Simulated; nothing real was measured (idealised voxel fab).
A process module follows: voxel released beams.
225 nm wide, 5 nm square cells: that's cross-section cut.
Throughout this document, each cross-section is represented as a grid of square cells and is presented as a sequence of bands enumerated from the top downward, where a band comprises one or more rows of cells.
Quick guide to a band line: top height, bottom height (nm) up front; then every material left to right with its width in nm. Only one material and it's marked "full width"? Then it fills the band edge to edge. And "air" just means empty space.
Basically, 0 is our baseline, since under it the wafer straight out of the box is all one material. The bottom band has no lower end and keeps on going down, so it looks like "z 0 and below".
A width such as "30..40" changes by the same amount from each row of cells to the next, from the band's top row to its bottom row.
You'll sometimes find "no alterations made" written for a step, and that's the way of saying that nowhere in the cross-section did a cell change during that step.
Voids, enclosed: empty space of 8 cells or more with no open way to the top, each as width x height at its distance from the left edge, in nm
Anything after a step's settings on that line? It's the simulator's own note about the step.
overlay nm: where the mask lay relative to plan, measured to the right, on steps with a mask; negatives go left.
Planned process steps
step 1: RECEIVE | material Si
step 2: CONFORMAL_DEP | material Al2O3 | thk nm 5
step 3: DIRECTIONAL_DEP | material SiO2 | thk nm 20
step 4: MASKED_ETCH | tone open | mask id ANCHOR | width nm 40 | etch materials SiO2 | depth nm 20 | overlay nm 0
step 5: CONFORMAL_DEP | material SiN | thk nm 15
step 6: MASKED_ETCH | tone cover | mask id BEAM | width nm 120 | etch materials SiN | depth nm 15 | overlay nm 0
step 7: STRIP | etch materials SiO2
Incoming wafer, cross-sectional view, post step 1
- z 0 and below  Si full width
- Voids, enclosed: none
This is how the wafer looks in cross-section once the module is done, given the starting state and plan above and one mistake in carrying the plan out
- z 20 to 5  air: 50; SiN: 120; air: 55
- z 5 to 0  Al2O3 full width
- z 0 and below  Si full width
- Voids, enclosed: none
Where did the run depart from the plan? step 3 of the plan was jumped over and never run
